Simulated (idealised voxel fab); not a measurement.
Process module, titled voxel wiring stack
FYI the section here is cut, 210 nm wide, cells are 5 nm squares.
Cross-section spec: square-cell grid; bands listed top down; each band is one or more rows.
Each band's line starts with the height of the band's top and of its bottom, in nm. Then come its materials from left to right, each with its width in nm. One material with "edge to edge" fills the band from edge to edge. "blank" is empty space.
Zero point of the height axis is 0; under it, received wafer = one material. Lowest band: continues down indefinitely, "z 0 and below".
The notation "30 to 40" denotes a width that varies across the rows of cells in the band, beginning at the first number in the top row, finishing at the second number in the bottom row, and changing by an identical amount from each row to the next.
"no alterations made", as given for a step, is the statement that not any cell of the cross-section underwent a change during that step.
"Fully sealed cavities": empty spaces of 8 cells or more with no open way to the top, each given as width x height at distance, distance from the left edge, all in nm.
Formally, on a step line, whatever follows the settings is a remark that the simulator itself makes on the step.
On any step carrying a mask, the "overlay nm" setting, if present on the step's line, tells how far right of its planned place the mask lay; negative values point to the left.

## Set out below are the planned steps of the process
1,RECEIVE: material Si
2,CONFORMAL_DEP: material SiO2, thk nm 15
3,DIRECTIONAL_DEP: material TiN, thk nm 5
4,DIRECTIONAL_DEP: material W, thk nm 20
5,DIRECTIONAL_DEP: material aC, thk nm 10
6,PATTERN: tone cover, mask id METAL_1, material resist, width nm 20, pitch nm 40, thk nm 25, overlay nm 0
7,DIRECTIONAL_ETCH: etch materials aC, depth nm 10
8,STRIP: etch materials resist
9,DIRECTIONAL_ETCH: etch materials W, depth nm 20
10,DIRECTIONAL_ETCH: etch materials TiN, depth nm 5
11,STRIP: etch materials aC
12,CONFORMAL_DEP: material SiN, thk nm 5
13,FILL_DEP: material lowk, thk nm 10
14,CMP: height nm 40
15,CONFORMAL_DEP: material SiCN, thk nm 5
16,DIRECTIONAL_DEP: material lowk, thk nm 25
17,PATTERN: tone open, mask id METAL_2, material resist, width nm 20, pitch nm 40, thk nm 15, overlay nm 0
18,DIRECTIONAL_ETCH: etch materials lowk, depth nm 15
19,STRIP: etch materials resist
20,DIRECTIONAL_DEP: material aC, thk nm 15
21,PATTERN: tone open, mask id METAL_2_HOLES, material resist, width nm 15, pitch nm 80, thk nm 30, overlay nm 0
22,DIRECTIONAL_ETCH: etch materials aC, depth nm 15
23,STRIP: etch materials resist
24,DIRECTIONAL_ETCH: etch materials lowk, depth nm 10
25,DIRECTIONAL_ETCH: etch materials SiCN, depth nm 5
26,STRIP: etch materials aC
27,CONFORMAL_DEP: material TiN, thk nm 5
28,FILL_DEP: material Cu, thk nm 10
29,CMP: height nm 70
30,CONFORMAL_DEP: material SiCN, thk nm 5
31,DIRECTIONAL_DEP: material lowk, thk nm 10
32,MASKED_ETCH: tone open, mask id PLUG_2, width nm 15, pitch nm 80, etch materials lowk, depth nm 10, overlay nm 0
33,MASKED_ETCH: tone open, mask id PLUG_2, width nm 15, pitch nm 80, etch materials SiCN, depth nm 5, overlay nm 0
34,CONFORMAL_DEP: material TiN, thk nm 5
35,FILL_DEP: material Cu, thk nm 10
36,CMP: height nm 85
37,CONFORMAL_DEP: material SiN, thk nm 5
38,DIRECTIONAL_DEP: material SiO2, thk nm 20
39,MASKED_ETCH: tone open, mask id METAL_3, width nm 20, pitch nm 40, etch materials SiO2, depth nm 20, overlay nm 0
40,MASKED_ETCH: tone open, mask id METAL_3, width nm 20, pitch nm 40, etch materials SiN, depth nm 5, overlay nm 0
41,CONFORMAL_DEP: material TiN, thk nm 5
42,FILL_DEP: material Cu, thk nm 10
43,CMP: height nm 110
44,CONFORMAL_DEP: material SiCN, thk nm 5
45,DIRECTIONAL_DEP: material lowk, thk nm 35
46,PATTERN: tone open, mask id METAL_4_HOLES, material resist, width nm 15, pitch nm 40, thk nm 20, overlay nm 0
47,DIRECTIONAL_ETCH: etch materials lowk, depth nm 35
48,STRIP: etch materials resist
49,DIRECTIONAL_DEP: material aC, thk nm 10
50,PATTERN: tone open, mask id METAL_4, material resist, width nm 20, pitch nm 40, thk nm 25, overlay nm 0
51,DIRECTIONAL_ETCH: etch materials aC, depth nm 10
52,STRIP: etch materials resist
53,DIRECTIONAL_ETCH: etch materials lowk, depth nm 20
54,DIRECTIONAL_ETCH: etch materials SiCN, depth nm 5
55,STRIP: etch materials aC
56,CONFORMAL_DEP: material TiN, thk nm 5
57,FILL_DEP: material Ru, thk nm 10
58,CMP: height nm 150
59,CONFORMAL_DEP: material SiN, thk nm 5

## On the first of the two wafers: run conducted according to plan

## Shown in cross-section is the wafer as received, that is, as it stands after step 1
* z 0 and below = Si edge to edge
* Fully sealed cavities: none

## Wafer xsec, post step 2
* z 15 to 0 = SiO2 edge to edge
* Heights below 0 show no change.

## Wafer xsec, post step 3
* z 20 to 15 = TiN edge to edge
* Heights below 15 show no change.

## Wafer xsec, post step 4
* z 40 to 20 = W edge to edge
* Heights below 20 show no change.

## Wafer xsec, post step 5
* z 50 to 40 = aC edge to edge
* Heights below 40 show no change.

## Wafer xsec, post step 6
* z 75 to 50 = blank=55  resist=20  blank=20  resist=20  blank=20  resist=20  blank=55
* Heights below 50 show no change.

## Wafer xsec, post step 7
* z 65 to 50 = blank=55  resist=20  blank=20  resist=20  blank=20  resist=20  blank=55
* z 50 to 40 = blank=55  aC=20  blank=20  aC=20  blank=20  aC=20  blank=55
* Heights below 40 show no change.

## Wafer xsec, post step 8
* z 50 to 40 = blank=55  aC=20  blank=20  aC=20  blank=20  aC=20  blank=55
* Heights below 40 show no change.

## Wafer xsec, post step 9
* z 50 to 40 = blank=55  aC=20  blank=20  aC=20  blank=20  aC=20  blank=55
* z 40 to 20 = blank=55  W=20  blank=20  W=20  blank=20  W=20  blank=55
* Heights below 20 show no change.

## Wafer xsec, post step 10
* z 50 to 40 = blank=55  aC=20  blank=20  aC=20  blank=20  aC=20  blank=55
* z 40 to 20 = blank=55  W=20  blank=20  W=20  blank=20  W=20  blank=55
* z 20 to 15 = blank=55  TiN=20  blank=20  TiN=20  blank=20  TiN=20  blank=55
* Heights below 15 show no change.

## Wafer xsec, post step 11
* z 40 to 20 = blank=55  W=20  blank=20  W=20  blank=20  W=20  blank=55
* Heights below 20 show no change.

## Wafer xsec, post step 12
* z 45 to 40 = blank=50  SiN=30  blank=10  SiN=30  blank=10  SiN=30  blank=50
* z 40 to 20 = blank=50  SiN=5  W=20  SiN=5  blank=10  SiN=5  W=20  SiN=5  blank=10  SiN=5  W=20  SiN=5  blank=50
* z 20 to 15 = SiN=55  TiN=20  SiN=20  TiN=20  SiN=20  TiN=20  SiN=55
* Heights below 15 show no change.

## Wafer xsec, post step 13
* z 55 to 45 = lowk edge to edge
* z 45 to 40 = lowk=50  SiN=30  lowk=10  SiN=30  lowk=10  SiN=30  lowk=50
* z 40 to 20 = lowk=50  SiN=5  W=20  SiN=5  lowk=10  SiN=5  W=20  SiN=5  lowk=10  SiN=5  W=20  SiN=5  lowk=50
* Heights below 20 show no change.

## Wafer xsec, post step 14
* z 40 to 20 = lowk=50  SiN=5  W=20  SiN=5  lowk=10  SiN=5  W=20  SiN=5  lowk=10  SiN=5  W=20  SiN=5  lowk=50
* Heights below 20 show no change.

## Wafer xsec, post step 15
* z 45 to 40 = SiCN edge to edge
* Heights below 40 show no change.

## Wafer xsec, post step 16
* z 70 to 45 = lowk edge to edge
* Heights below 45 show no change.

## Wafer xsec, post step 17
* z 85 to 70 = resist=55  blank=20  resist=20  blank=20  resist=20  blank=20  resist=55
* Heights below 70 show no change.

## Wafer xsec, post step 18
* z 85 to 70 = resist=55  blank=20  resist=20  blank=20  resist=20  blank=20  resist=55
* z 70 to 55 = lowk=55  blank=20  lowk=20  blank=20  lowk=20  blank=20  lowk=55
* Heights below 55 show no change.

## Wafer xsec, post step 19
* z 70 to 55 = lowk=55  blank=20  lowk=20  blank=20  lowk=20  blank=20  lowk=55
* Heights below 55 show no change.

## Wafer xsec, post step 20
* z 85 to 70 = aC=55  blank=20  aC=20  blank=20  aC=20  blank=20  aC=55
* z 70 to 55 = lowk=55  aC=20  lowk=20  aC=20  lowk=20  aC=20  lowk=55
* Heights below 55 show no change.

## Wafer xsec, post step 21
* z 115 to 85 = resist=55  blank=15  resist=65  blank=15  resist=60
* z 85 to 70 = aC=55  blank=15  resist=5  aC=20  resist=20  aC=20  blank=15  resist=5  aC=55
* Heights below 70 show no change.

## Wafer xsec, post step 22
* z 100 to 85 = resist=55  blank=15  resist=65  blank=15  resist=60
* z 85 to 70 = aC=55  blank=15  resist=5  aC=20  resist=20  aC=20  blank=15  resist=5  aC=55
* z 70 to 55 = lowk=55  blank=15  aC=5  lowk=20  aC=20  lowk=20  blank=15  aC=5  lowk=55
* Heights below 55 show no change.

## Wafer xsec, post step 23
* z 85 to 70 = aC=55  blank=20  aC=20  blank=20  aC=20  blank=20  aC=55
* Heights below 70 show no change.

## Wafer xsec, post step 24
* z 85 to 70 = aC=55  blank=20  aC=20  blank=20  aC=20  blank=20  aC=55
* z 70 to 55 = lowk=55  blank=15  aC=5  lowk=20  aC=20  lowk=20  blank=15  aC=5  lowk=55
* z 55 to 45 = lowk=55  blank=15  lowk=65  blank=15  lowk=60
* Heights below 45 show no change.

## Wafer xsec, post step 25
* z 85 to 70 = aC=55  blank=20  aC=20  blank=20  aC=20  blank=20  aC=55
* z 70 to 55 = lowk=55  blank=15  aC=5  lowk=20  aC=20  lowk=20  blank=15  aC=5  lowk=55
* z 55 to 45 = lowk=55  blank=15  lowk=65  blank=15  lowk=60
* z 45 to 40 = SiCN=55  blank=15  SiCN=65  blank=15  SiCN=60
* Heights below 40 show no change.

## Wafer xsec, post step 26
* z 70 to 55 = lowk=55  blank=20  lowk=20  blank=20  lowk=20  blank=20  lowk=55
* Heights below 55 show no change.

## Wafer xsec, post step 27
* z 75 to 70 = TiN=60  blank=10  TiN=30  blank=10  TiN=30  blank=10  TiN=60
* z 70 to 60 = lowk=55  TiN=5  blank=10  TiN=5  lowk=20  TiN=5  blank=10  TiN=5  lowk=20  TiN=5  blank=10  TiN=5  lowk=55
* z 60 to 55 = lowk=55  TiN=5  blank=5  TiN=10  lowk=20  TiN=20  lowk=20  TiN=5  blank=5  TiN=10  lowk=55
* z 55 to 45 = lowk=55  TiN=5  blank=5  TiN=5  lowk=65  TiN=5  blank=5  TiN=5  lowk=60
* z 45 to 40 = SiCN=55  TiN=15  SiCN=65  TiN=15  SiCN=60
* Heights below 40 show no change.

## Wafer xsec, post step 28
* z 85 to 75 = Cu edge to edge
* z 75 to 70 = TiN=60  Cu=10  TiN=30  Cu=10  TiN=30  Cu=10  TiN=60
* z 70 to 60 = lowk=55  TiN=5  Cu=10  TiN=5  lowk=20  TiN=5  Cu=10  TiN=5  lowk=20  TiN=5  Cu=10  TiN=5  lowk=55
* z 60 to 55 = lowk=55  TiN=5  Cu=5  TiN=10  lowk=20  TiN=20  lowk=20  TiN=5  Cu=5  TiN=10  lowk=55
* z 55 to 45 = lowk=55  TiN=5  Cu=5  TiN=5  lowk=65  TiN=5  Cu=5  TiN=5  lowk=60
* Heights below 45 show no change.

## Wafer xsec, post step 29
* z 70 to 60 = lowk=55  TiN=5  Cu=10  TiN=5  lowk=20  TiN=5  Cu=10  TiN=5  lowk=20  TiN=5  Cu=10  TiN=5  lowk=55
* Heights below 60 show no change.

## Wafer xsec, post step 30
* z 75 to 70 = SiCN edge to edge
* Heights below 70 show no change.

## Wafer xsec, post step 31
* z 85 to 75 = lowk edge to edge
* Heights below 75 show no change.

## Wafer xsec, post step 32
* z 85 to 75 = lowk=55  blank=15  lowk=65  blank=15  lowk=60
* Heights below 75 show no change.

## Wafer xsec, post step 33
* z 85 to 75 = lowk=55  blank=15  lowk=65  blank=15  lowk=60
* z 75 to 70 = SiCN=55  blank=15  SiCN=65  blank=15  SiCN=60
* Heights below 70 show no change.

## Wafer xsec, post step 34
* z 90 to 85 = TiN=60  blank=5  TiN=75  blank=5  TiN=65
* z 85 to 75 = lowk=55  TiN=5  blank=5  TiN=5  lowk=65  TiN=5  blank=5  TiN=5  lowk=60
* z 75 to 70 = SiCN=55  TiN=15  SiCN=65  TiN=15  SiCN=60
* Heights below 70 show no change.

## Wafer xsec, post step 35
* z 100 to 90 = Cu edge to edge
* z 90 to 85 = TiN=60  Cu=5  TiN=75  Cu=5  TiN=65
* z 85 to 75 = lowk=55  TiN=5  Cu=5  TiN=5  lowk=65  TiN=5  Cu=5  TiN=5  lowk=60
* Heights below 75 show no change.

## Wafer xsec, post step 36
* z 85 to 75 = lowk=55  TiN=5  Cu=5  TiN=5  lowk=65  TiN=5  Cu=5  TiN=5  lowk=60
* Heights below 75 show no change.

## Wafer xsec, post step 37
* z 90 to 85 = SiN edge to edge
* Heights below 85 show no change.

## Wafer xsec, post step 38
* z 110 to 90 = SiO2 edge to edge
* Heights below 90 show no change.

## Wafer xsec, post step 39
* z 110 to 90 = SiO2=55  blank=20  SiO2=20  blank=20  SiO2=20  blank=20  SiO2=55
* Heights below 90 show no change.

## Wafer xsec, post step 40
* z 110 to 90 = SiO2=55  blank=20  SiO2=20  blank=20  SiO2=20  blank=20  SiO2=55
* z 90 to 85 = SiN=55  blank=20  SiN=20  blank=20  SiN=20  blank=20  SiN=55
* Heights below 85 show no change.

## Wafer xsec, post step 41
* z 115 to 110 = TiN=60  blank=10  TiN=30  blank=10  TiN=30  blank=10  TiN=60
* z 110 to 90 = SiO2=55  TiN=5  blank=10  TiN=5  SiO2=20  TiN=5  blank=10  TiN=5  SiO2=20  TiN=5  blank=10  TiN=5  SiO2=55
* z 90 to 85 = SiN=55  TiN=20  SiN=20  TiN=20  SiN=20  TiN=20  SiN=55
* Heights below 85 show no change.

## Wafer xsec, post step 42
* z 125 to 115 = Cu edge to edge
* z 115 to 110 = TiN=60  Cu=10  TiN=30  Cu=10  TiN=30  Cu=10  TiN=60
* z 110 to 90 = SiO2=55  TiN=5  Cu=10  TiN=5  SiO2=20  TiN=5  Cu=10  TiN=5  SiO2=20  TiN=5  Cu=10  TiN=5  SiO2=55
* Heights below 90 show no change.

## Wafer xsec, post step 43
* z 110 to 90 = SiO2=55  TiN=5  Cu=10  TiN=5  SiO2=20  TiN=5  Cu=10  TiN=5  SiO2=20  TiN=5  Cu=10  TiN=5  SiO2=55
* Heights below 90 show no change.

## Wafer xsec, post step 44
* z 115 to 110 = SiCN edge to edge
* Heights below 110 show no change.

## Wafer xsec, post step 45
* z 150 to 115 = lowk edge to edge
* Heights below 115 show no change.

## Wafer xsec, post step 46
* z 170 to 150 = resist=55  blank=15  resist=25  blank=15  resist=25  blank=15  resist=60
* Heights below 150 show no change.

## Wafer xsec, post step 47
* z 170 to 150 = resist=55  blank=15  resist=25  blank=15  resist=25  blank=15  resist=60
* z 150 to 115 = lowk=55  blank=15  lowk=25  blank=15  lowk=25  blank=15  lowk=60
* Heights below 115 show no change.

## Wafer xsec, post step 48
* z 150 to 115 = lowk=55  blank=15  lowk=25  blank=15  lowk=25  blank=15  lowk=60
* Heights below 115 show no change.

## Wafer xsec, post step 49
* z 160 to 150 = aC=55  blank=15  aC=25  blank=15  aC=25  blank=15  aC=60
* z 150 to 125 = lowk=55  blank=15  lowk=25  blank=15  lowk=25  blank=15  lowk=60
* z 125 to 115 = lowk=55  aC=15  lowk=25  aC=15  lowk=25  aC=15  lowk=60
* Heights below 115 show no change.

## Wafer xsec, post step 50
* z 185 to 160 = resist=55  blank=20  resist=20  blank=20  resist=20  blank=20  resist=55
* Heights below 160 show no change.

## Wafer xsec, post step 51
* z 175 to 160 = resist=55  blank=20  resist=20  blank=20  resist=20  blank=20  resist=55
* z 160 to 150 = aC=55  blank=20  aC=20  blank=20  aC=20  blank=20  aC=55
* z 150 to 115 = lowk=55  blank=15  lowk=25  blank=15  lowk=25  blank=15  lowk=60
* Heights below 115 show no change.

## Wafer xsec, post step 52
* z 160 to 150 = aC=55  blank=20  aC=20  blank=20  aC=20  blank=20  aC=55
* Heights below 150 show no change.

## Wafer xsec, post step 53
* z 160 to 150 = aC=55  blank=20  aC=20  blank=20  aC=20  blank=20  aC=55
* z 150 to 130 = lowk=55  blank=20  lowk=20  blank=20  lowk=20  blank=20  lowk=55
* Heights below 130 show no change.

## Wafer xsec, post step 54
* z 160 to 150 = aC=55  blank=20  aC=20  blank=20  aC=20  blank=20  aC=55
* z 150 to 130 = lowk=55  blank=20  lowk=20  blank=20  lowk=20  blank=20  lowk=55
* z 130 to 115 = lowk=55  blank=15  lowk=25  blank=15  lowk=25  blank=15  lowk=60
* z 115 to 110 = SiCN=55  blank=15  SiCN=25  blank=15  SiCN=25  blank=15  SiCN=60
* Heights below 110 show no change.

## Wafer xsec, post step 55
* z 150 to 130 = lowk=55  blank=20  lowk=20  blank=20  lowk=20  blank=20  lowk=55
* Heights below 130 show no change.

## Wafer xsec, post step 56
* z 155 to 150 = TiN=60  blank=10  TiN=30  blank=10  TiN=30  blank=10  TiN=60
* z 150 to 135 = lowk=55  TiN=5  blank=10  TiN=5  lowk=20  TiN=5  blank=10  TiN=5  lowk=20  TiN=5  blank=10  TiN=5  lowk=55
* z 135 to 130 = lowk=55  TiN=5  blank=5  TiN=10  lowk=20  TiN=5  blank=5  TiN=10  lowk=20  TiN=5  blank=5  TiN=10  lowk=55
* z 130 to 115 = lowk=55  TiN=5  blank=5  TiN=5  lowk=25  TiN=5  blank=5  TiN=5  lowk=25  TiN=5  blank=5  TiN=5  lowk=60
* z 115 to 110 = SiCN=55  TiN=15  SiCN=25  TiN=15  SiCN=25  TiN=15  SiCN=60
* Heights below 110 show no change.

## Wafer xsec, post step 57
* z 165 to 155 = Ru edge to edge
* z 155 to 150 = TiN=60  Ru=10  TiN=30  Ru=10  TiN=30  Ru=10  TiN=60
* z 150 to 135 = lowk=55  TiN=5  Ru=10  TiN=5  lowk=20  TiN=5  Ru=10  TiN=5  lowk=20  TiN=5  Ru=10  TiN=5  lowk=55
* z 135 to 130 = lowk=55  TiN=5  Ru=5  TiN=10  lowk=20  TiN=5  Ru=5  TiN=10  lowk=20  TiN=5  Ru=5  TiN=10  lowk=55
* z 130 to 115 = lowk=55  TiN=5  Ru=5  TiN=5  lowk=25  TiN=5  Ru=5  TiN=5  lowk=25  TiN=5  Ru=5  TiN=5  lowk=60
* Heights below 115 show no change.

## Wafer xsec, post step 58
* z 150 to 135 = lowk=55  TiN=5  Ru=10  TiN=5  lowk=20  TiN=5  Ru=10  TiN=5  lowk=20  TiN=5  Ru=10  TiN=5  lowk=55
* Heights below 135 show no change.

## Wafer xsec, post step 59
* z 155 to 150 = SiN edge to edge
* Heights below 150 show no change.

## second wafer: like start, like plan, one mistake. Through step 57 it matches the first wafer

Cross-section of the second wafer corresponding to the planned conclusion of step 58: no alterations made

## Cross-section of the second wafer corresponding to the planned conclusion of step 59
* z 170 to 165 = SiN edge to edge
* Heights below 165 show no change.
what went wrong: plan step 58 was not performed, having been skipped
Final wafer comparison in cells, second versus first, more or fewer per material: 90 more of Ru; 36 more of TiN
